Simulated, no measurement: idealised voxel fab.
The process module that follows is named voxel quadruple lines.
We display cut, a cross-section 265 nm in width whose square cells are each 5 nm.
When this document writes out a cross-section, it uses a grid of square cells and lists it as bands, beginning at the top and moving down, with a band standing for one or more rows of cells. Band: top height; bottom height; in nm. Then, left to right: material with width in nm, for each material. "full width": a single material spanning edge to edge. "blank": empty space. The reference from which all heights are counted is 0, the level beneath which the as-received wafer is entirely one material; the lowest band, having no lower bound, proceeds downward and is written after the example "z 0 and below". With a width like "30 to 40", each row of cells in the band differs from the next by the same amount, the top row carrying the first number and the bottom row the second. "nothing changed" for a step: no cell of the cross-section changed in that step. The entry "Sealed cavities" lists the empty spaces that cover at least 8 cells and have no open path to the top. Each is written as width x height at distance, where the distance is measured from the left edge and all three values are in nm. What comes after the settings on a step's line is commentary from the simulator itself on that step. A step's line can hold "overlay nm"; with a mask on that step, the setting says how far right of the planned place the mask lay, while a negative setting says it lay to the left.

Plan
step 1: RECEIVE: material Si
step 2: CONFORMAL_DEP: material SiO2, thk nm 5
step 3: DIRECTIONAL_DEP: material W, thk nm 10
step 4: DIRECTIONAL_DEP: material polySi, thk nm 20
step 5: DIRECTIONAL_DEP: material aC, thk nm 20
step 6: PATTERN: tone cover, mask id MANDREL, material resist, width nm 25, pitch nm 80, thk nm 25, overlay nm -15
step 7: DIRECTIONAL_ETCH: etch materials aC, depth nm 20
step 8: STRIP: etch materials resist
step 9: CONFORMAL_DEP: material SiO2, thk nm 15
step 10: DIRECTIONAL_ETCH: etch materials SiO2, depth nm 15
step 11: STRIP: etch materials aC
step 12: DIRECTIONAL_ETCH: etch materials polySi, depth nm 20
step 13: STRIP: etch materials SiO2
step 14: CONFORMAL_DEP: material SiN, thk nm 5
step 15: DIRECTIONAL_ETCH: etch materials SiN, depth nm 5
step 16: STRIP: etch materials polySi
step 17: DIRECTIONAL_ETCH: etch materials W, depth nm 10
step 18: STRIP: etch materials SiN
step 19: FILL_DEP: material lowk, thk nm 10
step 20: CMP: height nm 15
Across this set of wafers, the varied parameter is the overlay nm of step 6. Starting conditions are identical for every wafer, and the plan reports the value assigned to the first wafer.

Step 1 complete: as-received cross-section of the first of several wafers
* z 0 and below = Si full width
* Sealed cavities: none

Quick look at the cross-section of the first of several wafers after step 20, which wraps up the module
* z 15 to 5 = lowk 45, W 5, lowk 15, W 5, lowk 15, W 5, lowk 15, W 5, lowk 15, W 5, lowk 15, W 5, lowk 15, W 5, lowk 15, W 5, lowk 75
* z 5 to 0 = SiO2 full width
* z 0 and below = Si full width
* Sealed cavities: none

Here's the last wafer cross-sectioned at the end of the module
* z 15 to 5 = lowk 75, W 5, lowk 15, W 5, lowk 15, W 5, lowk 15, W 5, lowk 15, W 5, lowk 15, W 5, lowk 15, W 5, lowk 15, W 5, lowk 45
* z 5 to 0 = SiO2 full width
* z 0 and below = Si full width
* Sealed cavities: none

So in this table every wafer gets its own row, and what you see is where it stands at the end of the module: for each material, how many cells it picked up (+) or gave up (-) since we received it, and after that its closed voids
overlay nm -15, +53 SiO2, +16 W, +90 lowk, Sealed cavities: none
overlay nm -10, +53 SiO2, +16 W, +90 lowk, Sealed cavities: none
overlay nm -5, +53 SiO2, +16 W, +90 lowk, Sealed cavities: none
overlay nm 0, +53 SiO2, +16 W, +90 lowk, Sealed cavities: none
overlay nm 5, +53 SiO2, +16 W, +90 lowk, Sealed cavities: none
overlay nm 10, +53 SiO2, +16 W, +90 lowk, Sealed cavities: none
overlay nm 15, +53 SiO2, +16 W, +90 lowk, Sealed cavities: none
